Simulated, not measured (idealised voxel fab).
process module | voxel local oxidation
cross-section cut | 295 nm wide | cells 5 nm
A cross-section is a grid of square cells, given in bands from the top down. A band is one or more rows of cells.
Each band's line starts with the height of the band's top and of its bottom, in nm. Then come its materials from left to right, each with its width in nm. One material with "throughout" fills the band from edge to edge. "air" is empty space.
Height 0 is the level under which the wafer as received is all one material. The lowest band goes on downwards, as in "0 down".
A width such as "30 to 40" changes by the same amount from each row of cells to the next, from the band's top row to its bottom row.
"no change" after a step means that no cell of the cross-section changed.
closed voids: empty space of 8 cells or more with no open way to the top, each as width x height at its distance from the left edge, in nm
after a step's settings: what the simulator itself notes on the step
overlay nm, on a step with a mask: how far to the right of its planned place the mask lay; to the left if negative
plan
1 op RECEIVE | material Si
2 op CONFORMAL_DEP | material SiO2 | thk nm 5
3 op CONFORMAL_DEP | material SiN | thk nm 15
4 op MASKED_ETCH | tone cover | mask id ACTIVE | width nm 90 | etch materials SiN | depth nm 15 | overlay nm 0
5 op SELECTIVE_ETCH | etch materials SiO2 | depth nm 5
6 op OXIDIZE | depth nm 10
7 op STRIP | etch materials SiN
varied across the wafers: width nm of step 4. The plan shows the first wafer's value. All wafers start alike
first wafer as received, after step 1
  0 down: Si throughout
  closed voids: none
first wafer at the end, after step 7
  5 to 0: air 105 | SiO2 80 | air 110
  0 to -10: SiO2 115 | Si 60 | SiO2 120
  -10 down: Si throughout
  closed voids: none
last wafer at the end
  5 to 0: air 95 | SiO2 105 | air 95
  0 to -10: SiO2 105 | Si 85 | SiO2 105
  -10 down: Si throughout
  closed voids: none
each wafer at the end: cells of each material gained (+) or lost (-) since it was received, then its closed voids
width nm 90 | -94 Si | +110 SiO2 | closed voids: none
width nm 95 | -92 Si | +109 SiO2 | closed voids: none
width nm 100 | -90 Si | +108 SiO2 | closed voids: none
width nm 105 | -88 Si | +107 SiO2 | closed voids: none
width nm 110 | -86 Si | +106 SiO2 | closed voids: none
width nm 115 | -84 Si | +105 SiO2 | closed voids: none
